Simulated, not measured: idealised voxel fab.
process module | voxel transistor to metal
cross-section cut | 180 nm wide | cells 5 nm
A cross-section is a grid of square cells, given in bands from the top down. A band is one or more rows of cells.
Each band's line starts with the height of the band's top and of its bottom, in nm. Then come its materials from left to right, each with its width in nm. One material with "throughout" fills the band from edge to edge. "air" is empty space.
Height 0 is the level under which the wafer as received is all one material. The lowest band goes on downwards, as in "0 down".
A width such as "30 to 40" changes by the same amount from each row of cells to the next, from the band's top row to its bottom row.
"no change" after a step means that no cell of the cross-section changed.
closed voids: empty space of 8 cells or more with no open way to the top, each as width x height at its distance from the left edge, in nm
after a step's settings: what the simulator itself notes on the step
overlay nm, on a step with a mask: how far to the right of its planned place the mask lay; to the left if negative
plan
1 op RECEIVE | material Si
2 op CONFORMAL_DEP | material SiO2 | thk nm 5
3 op CONFORMAL_DEP | material SiN | thk nm 10
4 op DIRECTIONAL_DEP | material aC | thk nm 15
5 op PATTERN | tone cover | mask id ACTIVE | material resist | width nm 115 | thk nm 35 | overlay nm 0
6 op DIRECTIONAL_ETCH | etch materials aC | depth nm 15
7 op STRIP | etch materials resist
8 op DIRECTIONAL_ETCH | etch materials SiN | depth nm 10
9 op DIRECTIONAL_ETCH | etch materials SiO2 | depth nm 5
10 op DIRECTIONAL_ETCH | etch materials Si | depth nm 20
11 op STRIP | etch materials aC
12 op OXIDIZE | depth nm 5
13 op FILL_DEP | material SiO2 | thk nm 15
14 op CMP | height nm 15
15 op SELECTIVE_ETCH | etch materials SiO2 | depth nm 5
16 op STRIP | etch materials SiN
17 op SELECTIVE_ETCH | etch materials SiO2 | depth nm 5
18 op OXIDIZE | depth nm 5
19 op DIRECTIONAL_DEP | material polySi | thk nm 30
20 op DIRECTIONAL_DEP | material SiCN | thk nm 10
21 op MASKED_ETCH | tone cover | mask id GATE | width nm 25 | etch materials SiCN | depth nm 20 | overlay nm 0
22 op MASKED_ETCH | tone cover | mask id GATE | width nm 25 | etch materials polySi | depth nm 40 | overlay nm 0
23 op CONFORMAL_DEP | material SiN | thk nm 5
24 op DIRECTIONAL_ETCH | etch materials SiN | depth nm 5
25 op DIRECTIONAL_ETCH | etch materials SiO2 | depth nm 5
26 op DIRECTIONAL_ETCH | etch materials Si | depth nm 15
27 op EPI | material nSi | thk nm 15
28 op FILL_DEP | material SiO2 | thk nm 5
29 op CMP | height nm 30
30 op STRIP | etch materials polySi
31 op SELECTIVE_ETCH | etch materials SiO2 | depth nm 5
32 op CONFORMAL_DEP | material HfO2 | thk nm 5
33 op CONFORMAL_DEP | material TiN | thk nm 5
34 op FILL_DEP | material W | thk nm 10
35 op CMP | height nm 25
36 op DIRECTIONAL_DEP | material SiO2 | thk nm 10
37 op MASKED_ETCH | tone open | mask id CONTACT | width nm 15 | pitch nm 80 | etch materials SiO2 | depth nm 40 | overlay nm 0
38 op CONFORMAL_DEP | material TiN | thk nm 5
39 op FILL_DEP | material W | thk nm 5
40 op CMP | height nm 35
41 op DIRECTIONAL_DEP | material TiN | thk nm 5
42 op DIRECTIONAL_DEP | material Ru | thk nm 20
43 op MASKED_ETCH | tone cover | mask id METAL_1 | width nm 15 | pitch nm 80 | etch materials Ru | depth nm 20 | overlay nm 0
44 op MASKED_ETCH | tone cover | mask id METAL_1 | width nm 15 | pitch nm 80 | etch materials TiN | depth nm 5 | overlay nm 0
45 op CONFORMAL_DEP | material SiN | thk nm 5
46 op FILL_DEP | material SiO2 | thk nm 10
47 op CMP | height nm 60
48 op CONFORMAL_DEP | material SiCN | thk nm 5
as received, after step 1
  0 down: Si throughout
  closed voids: none
first wafer at the end, as planned
  65 to 60: SiCN throughout
  60 to 40: SiO2 35 | SiN 5 | Ru 15 | SiN 5 | SiO2 55 | SiN 5 | Ru 15 | SiN 5 | SiO2 40
  40 to 35: SiN 40 | TiN 15 | SiN 65 | TiN 15 | SiN 45
  35 to 25: SiO2 40 | TiN 5 | W 5 | TiN 5 | SiO2 65 | TiN 5 | W 5 | TiN 5 | SiO2 45
  25 to 10: SiO2 40 | TiN 5 | W 5 | TiN 5 | SiO2 15 | SiN 5 | HfO2 5 | TiN 5 | W 5 | TiN 5 | HfO2 5 | SiN 5 | SiO2 15 | TiN 5 | W 5 | TiN 5 | SiO2 45
  10 to 5: SiO2 40 | TiN 5 | W 5 | TiN 5 | nSi 15 | SiN 5 | HfO2 5 | TiN 5 | W 5 | TiN 5 | HfO2 5 | SiN 5 | nSi 15 | TiN 5 | W 5 | TiN 5 | SiO2 45
  5 to 0: SiO2 25 | SiN 5 | SiO2 10 | TiN 5 | W 5 | TiN 5 | nSi 15 | SiN 5 | HfO2 5 | TiN 15 | HfO2 5 | SiN 5 | nSi 15 | TiN 5 | W 5 | TiN 5 | SiO2 10 | SiN 5 | SiO2 30
  0 to -5: SiO2 40 | TiN 15 | nSi 15 | HfO2 35 | nSi 15 | TiN 15 | SiO2 45
  -5 to -20: SiO2 35 | nSi 35 | Si 35 | nSi 35 | SiO2 40
  -20 to -25: SiO2 35 | Si 105 | SiO2 40
  -25 down: Si throughout
  closed voids: none
second wafer at the end: like start, like plan, one mistake
  75 to 70: SiCN throughout
  70 to 65: SiO2 throughout
  65 to 60: SiO2 35 | SiN 25 | SiO2 55 | SiN 25 | SiO2 40
  60 to 40: SiO2 35 | SiN 5 | Ru 15 | SiN 5 | SiO2 55 | SiN 5 | Ru 15 | SiN 5 | SiO2 40
  40 to 35: SiN 40 | TiN 15 | SiN 65 | TiN 15 | SiN 45
  35 to 25: SiO2 40 | TiN 5 | W 5 | TiN 5 | SiO2 65 | TiN 5 | W 5 | TiN 5 | SiO2 45
  25 to 10: SiO2 40 | TiN 5 | W 5 | TiN 5 | SiO2 15 | SiN 5 | HfO2 5 | TiN 5 | W 5 | TiN 5 | HfO2 5 | SiN 5 | SiO2 15 | TiN 5 | W 5 | TiN 5 | SiO2 45
  10 to 5: SiO2 40 | TiN 5 | W 5 | TiN 5 | nSi 15 | SiN 5 | HfO2 5 | TiN 5 | W 5 | TiN 5 | HfO2 5 | SiN 5 | nSi 15 | TiN 5 | W 5 | TiN 5 | SiO2 45
  5 to 0: SiO2 25 | SiN 5 | SiO2 10 | TiN 5 | W 5 | TiN 5 | nSi 15 | SiN 5 | HfO2 5 | TiN 15 | HfO2 5 | SiN 5 | nSi 15 | TiN 5 | W 5 | TiN 5 | SiO2 10 | SiN 5 | SiO2 30
  0 to -5: SiO2 40 | TiN 15 | nSi 15 | HfO2 35 | nSi 15 | TiN 15 | SiO2 45
  -5 to -20: SiO2 35 | nSi 35 | Si 35 | nSi 35 | SiO2 40
  -20 to -25: SiO2 35 | Si 105 | SiO2 40
  -25 down: Si throughout
  closed voids: none
what went wrong: step 47 ran as: op CMP | height nm 70
at the end the second wafer has, in cells: 10 more of SiN | 62 more of SiO2
